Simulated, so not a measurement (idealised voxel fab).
process module | voxel capacitor over wiring
cross-section cut | 265 nm wide | cells 5 nm
A cross-section is a grid of square cells, given in bands from the top down. A band is one or more rows of cells.
Each band's line starts with the height of the band's top and of its bottom, in nm. Then come its materials from left to right, each with its width in nm. One material with "throughout" fills the band from edge to edge. "air" is empty space.
Height 0 is the level under which the wafer as received is all one material. The lowest band goes on downwards, as in "0 down".
A width such as "30 to 40" changes by the same amount from each row of cells to the next, from the band's top row to its bottom row.
"no change" after a step means that no cell of the cross-section changed.
closed voids: empty space of 8 cells or more with no open way to the top, each as width x height at its distance from the left edge, in nm
after a step's settings: what the simulator itself notes on the step
overlay nm, on a step with a mask: how far to the right of its planned place the mask lay; to the left if negative
plan
1 op RECEIVE | material Si
2 op CONFORMAL_DEP | material SiO2 | thk nm 15
3 op CONFORMAL_DEP | material SiN | thk nm 5
4 op DIRECTIONAL_DEP | material SiO2 | thk nm 25
5 op MASKED_ETCH | tone open | mask id METAL_1 | width nm 30 | pitch nm 90 | etch materials SiO2 | depth nm 25 | overlay nm 0
6 op MASKED_ETCH | tone open | mask id METAL_1 | width nm 30 | pitch nm 90 | etch materials SiN | depth nm 5 | overlay nm 0
7 op CONFORMAL_DEP | material TiN | thk nm 5
8 op FILL_DEP | material Cu | thk nm 10
9 op CMP | height nm 45
10 op CONFORMAL_DEP | material SiCN | thk nm 5
11 op DIRECTIONAL_DEP | material SiO2 | thk nm 15
12 op PATTERN | tone open | mask id PLUG_1 | material resist | width nm 15 | thk nm 15 | overlay nm 0
13 op DIRECTIONAL_ETCH | etch materials SiO2 | depth nm 15
14 op DIRECTIONAL_ETCH | etch materials SiCN | depth nm 5
15 op STRIP | etch materials resist
16 op EPI | material Ru | thk nm 10
17 op EPI | material Ru | thk nm 10
18 op DIRECTIONAL_DEP | material TiN | thk nm 5
19 op DIRECTIONAL_DEP | material HfO2 | thk nm 5
20 op DIRECTIONAL_DEP | material TiN | thk nm 10
21 op PATTERN | tone cover | mask id UPPER_PLATE | material resist | width nm 65 | thk nm 15 | overlay nm 0
22 op DIRECTIONAL_ETCH | etch materials TiN | depth nm 10
23 op DIRECTIONAL_ETCH | etch materials HfO2 | depth nm 5
24 op STRIP | etch materials resist
25 op PATTERN | tone cover | mask id LOWER_PLATE | material resist | width nm 75 | thk nm 15 | overlay nm 0
26 op DIRECTIONAL_ETCH | etch materials TiN | depth nm 5
27 op STRIP | etch materials resist
28 op FILL_DEP | material SiO2 | thk nm 15
29 op CMP | height nm 95
30 op PATTERN | tone open | mask id PLUG_2 | material resist | width nm 15 | thk nm 20 | overlay nm 0
31 op DIRECTIONAL_ETCH | etch materials SiO2 | depth nm 10
32 op STRIP | etch materials resist
33 op CONFORMAL_DEP | material TiN | thk nm 5
34 op FILL_DEP | material Cu | thk nm 10
35 op CMP | height nm 95
36 op CONFORMAL_DEP | material SiN | thk nm 5
first wafer, as planned
as received, after step 1
  0 down: Si throughout
  closed voids: none
after step 2
  15 to 0: SiO2 throughout
  below 0: unchanged
after step 3
  20 to 15: SiN throughout
  below 15: unchanged
after step 4
  45 to 20: SiO2 throughout
  below 20: unchanged
after step 5
  45 to 20: SiO2 70 | air 30 | SiO2 60 | air 30 | SiO2 75
  below 20: unchanged
after step 6
  45 to 20: SiO2 70 | air 30 | SiO2 60 | air 30 | SiO2 75
  20 to 15: SiN 70 | air 30 | SiN 60 | air 30 | SiN 75
  below 15: unchanged
after step 7
  50 to 45: TiN 75 | air 20 | TiN 70 | air 20 | TiN 80
  45 to 20: SiO2 70 | TiN 5 | air 20 | TiN 5 | SiO2 60 | TiN 5 | air 20 | TiN 5 | SiO2 75
  20 to 15: SiN 70 | TiN 30 | SiN 60 | TiN 30 | SiN 75
  below 15: unchanged
after step 8
  60 to 50: Cu throughout
  50 to 45: TiN 75 | Cu 20 | TiN 70 | Cu 20 | TiN 80
  45 to 20: SiO2 70 | TiN 5 | Cu 20 | TiN 5 | SiO2 60 | TiN 5 | Cu 20 | TiN 5 | SiO2 75
  below 20: unchanged
after step 9
  45 to 20: SiO2 70 | TiN 5 | Cu 20 | TiN 5 | SiO2 60 | TiN 5 | Cu 20 | TiN 5 | SiO2 75
  below 20: unchanged
after step 10
  50 to 45: SiCN throughout
  below 45: unchanged
after step 11
  65 to 50: SiO2 throughout
  below 50: unchanged
after step 12
  80 to 65: resist 85 | air 15 | resist 165
  below 65: unchanged
after step 13
  80 to 65: resist 85 | air 15 | resist 165
  65 to 50: SiO2 85 | air 15 | SiO2 165
  below 50: unchanged
after step 14
  80 to 65: resist 85 | air 15 | resist 165
  65 to 50: SiO2 85 | air 15 | SiO2 165
  50 to 45: SiCN 85 | air 15 | SiCN 165
  below 45: unchanged
after step 15
  65 to 50: SiO2 85 | air 15 | SiO2 165
  below 50: unchanged
after step 16
  65 to 55: SiO2 85 | air 15 | SiO2 165
  55 to 50: SiO2 85 | Ru 15 | SiO2 165
  50 to 45: SiCN 85 | Ru 15 | SiCN 165
  below 45: unchanged
after step 17
  65 to 50: SiO2 85 | Ru 15 | SiO2 165
  below 50: unchanged
after step 18
  70 to 65: TiN throughout
  below 65: unchanged
after step 19
  75 to 70: HfO2 throughout
  below 70: unchanged
after step 20
  85 to 75: TiN throughout
  below 75: unchanged
after step 21
  100 to 85: air 85 | resist 65 | air 115
  below 85: unchanged
after step 22
  100 to 85: air 85 | resist 65 | air 115
  85 to 75: air 85 | TiN 65 | air 115
  below 75: unchanged
after step 23
  100 to 85: air 85 | resist 65 | air 115
  85 to 75: air 85 | TiN 65 | air 115
  75 to 70: air 85 | HfO2 65 | air 115
  below 70: unchanged
after step 24
  85 to 75: air 85 | TiN 65 | air 115
  below 75: unchanged
after step 25
  100 to 85: air 80 | resist 75 | air 110
  85 to 75: air 80 | resist 5 | TiN 65 | resist 5 | air 110
  75 to 70: air 80 | resist 5 | HfO2 65 | resist 5 | air 110
  below 70: unchanged
after step 26
  100 to 85: air 80 | resist 75 | air 110
  85 to 75: air 80 | resist 5 | TiN 65 | resist 5 | air 110
  75 to 70: air 80 | resist 5 | HfO2 65 | resist 5 | air 110
  70 to 65: air 80 | TiN 75 | air 110
  below 65: unchanged
after step 27
  85 to 75: air 85 | TiN 65 | air 115
  75 to 70: air 85 | HfO2 65 | air 115
  below 70: unchanged
after step 28
  100 to 85: SiO2 throughout
  85 to 75: SiO2 85 | TiN 65 | SiO2 115
  75 to 70: SiO2 85 | HfO2 65 | SiO2 115
  70 to 65: SiO2 80 | TiN 75 | SiO2 110
  below 65: unchanged
after step 29
  95 to 85: SiO2 throughout
  below 85: unchanged
after step 30
  115 to 95: resist 95 | air 15 | resist 155
  below 95: unchanged
after step 31
  115 to 95: resist 95 | air 15 | resist 155
  95 to 85: SiO2 95 | air 15 | SiO2 155
  below 85: unchanged
after step 32
  95 to 85: SiO2 95 | air 15 | SiO2 155
  below 85: unchanged
after step 33
  100 to 95: TiN 100 | air 5 | TiN 160
  95 to 90: SiO2 95 | TiN 5 | air 5 | TiN 5 | SiO2 155
  90 to 85: SiO2 95 | TiN 15 | SiO2 155
  below 85: unchanged
after step 34
  110 to 100: Cu throughout
  100 to 95: TiN 100 | Cu 5 | TiN 160
  95 to 90: SiO2 95 | TiN 5 | Cu 5 | TiN 5 | SiO2 155
  below 90: unchanged
after step 35
  95 to 90: SiO2 95 | TiN 5 | Cu 5 | TiN 5 | SiO2 155
  below 90: unchanged
after step 36
  100 to 95: SiN throughout
  below 95: unchanged
second wafer: like start, like plan, one mistake. Through step 1 it matches the first wafer
when step 2 should have ended
  5 to 0: SiN throughout
  below 0: unchanged
when step 3 should have ended
  20 to 5: SiO2 throughout
  below 5: unchanged
when step 4 should have ended
  45 to 5: SiO2 throughout
  below 5: unchanged
when step 5 should have ended
  45 to 20: SiO2 70 | air 30 | SiO2 60 | air 30 | SiO2 75
  below 20: unchanged
when step 6 should have ended: no change
when step 7 should have ended
  50 to 45: TiN 75 | air 20 | TiN 70 | air 20 | TiN 80
  45 to 25: SiO2 70 | TiN 5 | air 20 | TiN 5 | SiO2 60 | TiN 5 | air 20 | TiN 5 | SiO2 75
  25 to 20: SiO2 70 | TiN 30 | SiO2 60 | TiN 30 | SiO2 75
  below 20: unchanged
when step 8 should have ended
  60 to 50: Cu throughout
  50 to 45: TiN 75 | Cu 20 | TiN 70 | Cu 20 | TiN 80
  45 to 25: SiO2 70 | TiN 5 | Cu 20 | TiN 5 | SiO2 60 | TiN 5 | Cu 20 | TiN 5 | SiO2 75
  below 25: unchanged
when step 9 should have ended
  45 to 25: SiO2 70 | TiN 5 | Cu 20 | TiN 5 | SiO2 60 | TiN 5 | Cu 20 | TiN 5 | SiO2 75
  below 25: unchanged
when step 10 should have ended
  50 to 45: SiCN throughout
  below 45: unchanged
when step 11 should have ended
  65 to 50: SiO2 throughout
  below 50: unchanged
when step 12 should have ended
  80 to 65: resist 85 | air 15 | resist 165
  below 65: unchanged
when step 13 should have ended
  80 to 65: resist 85 | air 15 | resist 165
  65 to 50: SiO2 85 | air 15 | SiO2 165
  below 50: unchanged
when step 14 should have ended
  80 to 65: resist 85 | air 15 | resist 165
  65 to 50: SiO2 85 | air 15 | SiO2 165
  50 to 45: SiCN 85 | air 15 | SiCN 165
  below 45: unchanged
when step 15 should have ended
  65 to 50: SiO2 85 | air 15 | SiO2 165
  below 50: unchanged
when step 16 should have ended
  65 to 55: SiO2 85 | air 15 | SiO2 165
  55 to 50: SiO2 85 | Ru 15 | SiO2 165
  50 to 45: SiCN 85 | Ru 15 | SiCN 165
  below 45: unchanged
when step 17 should have ended
  65 to 50: SiO2 85 | Ru 15 | SiO2 165
  below 50: unchanged
when step 18 should have ended
  70 to 65: TiN throughout
  below 65: unchanged
when step 19 should have ended
  75 to 70: HfO2 throughout
  below 70: unchanged
when step 20 should have ended
  85 to 75: TiN throughout
  below 75: unchanged
when step 21 should have ended
  100 to 85: air 85 | resist 65 | air 115
  below 85: unchanged
when step 22 should have ended
  100 to 85: air 85 | resist 65 | air 115
  85 to 75: air 85 | TiN 65 | air 115
  below 75: unchanged
when step 23 should have ended
  100 to 85: air 85 | resist 65 | air 115
  85 to 75: air 85 | TiN 65 | air 115
  75 to 70: air 85 | HfO2 65 | air 115
  below 70: unchanged
when step 24 should have ended
  85 to 75: air 85 | TiN 65 | air 115
  below 75: unchanged
when step 25 should have ended
  100 to 85: air 80 | resist 75 | air 110
  85 to 75: air 80 | resist 5 | TiN 65 | resist 5 | air 110
  75 to 70: air 80 | resist 5 | HfO2 65 | resist 5 | air 110
  below 70: unchanged
when step 26 should have ended
  100 to 85: air 80 | resist 75 | air 110
  85 to 75: air 80 | resist 5 | TiN 65 | resist 5 | air 110
  75 to 70: air 80 | resist 5 | HfO2 65 | resist 5 | air 110
  70 to 65: air 80 | TiN 75 | air 110
  below 65: unchanged
when step 27 should have ended
  85 to 75: air 85 | TiN 65 | air 115
  75 to 70: air 85 | HfO2 65 | air 115
  below 70: unchanged
when step 28 should have ended
  100 to 85: SiO2 throughout
  85 to 75: SiO2 85 | TiN 65 | SiO2 115
  75 to 70: SiO2 85 | HfO2 65 | SiO2 115
  70 to 65: SiO2 80 | TiN 75 | SiO2 110
  below 65: unchanged
when step 29 should have ended
  95 to 85: SiO2 throughout
  below 85: unchanged
when step 30 should have ended
  115 to 95: resist 95 | air 15 | resist 155
  below 95: unchanged
when step 31 should have ended
  115 to 95: resist 95 | air 15 | resist 155
  95 to 85: SiO2 95 | air 15 | SiO2 155
  below 85: unchanged
when step 32 should have ended
  95 to 85: SiO2 95 | air 15 | SiO2 155
  below 85: unchanged
when step 33 should have ended
  100 to 95: TiN 100 | air 5 | TiN 160
  95 to 90: SiO2 95 | TiN 5 | air 5 | TiN 5 | SiO2 155
  90 to 85: SiO2 95 | TiN 15 | SiO2 155
  below 85: unchanged
when step 34 should have ended
  110 to 100: Cu throughout
  100 to 95: TiN 100 | Cu 5 | TiN 160
  95 to 90: SiO2 95 | TiN 5 | Cu 5 | TiN 5 | SiO2 155
  below 90: unchanged
when step 35 should have ended
  95 to 90: SiO2 95 | TiN 5 | Cu 5 | TiN 5 | SiO2 155
  below 90: unchanged
when step 36 should have ended
  100 to 95: SiN throughout
  below 95: unchanged
what went wrong: steps 2 and 3 were swapped
at the end the second wafer has, in cells: 8 fewer of Cu | 12 more of SiN | 4 fewer of TiN
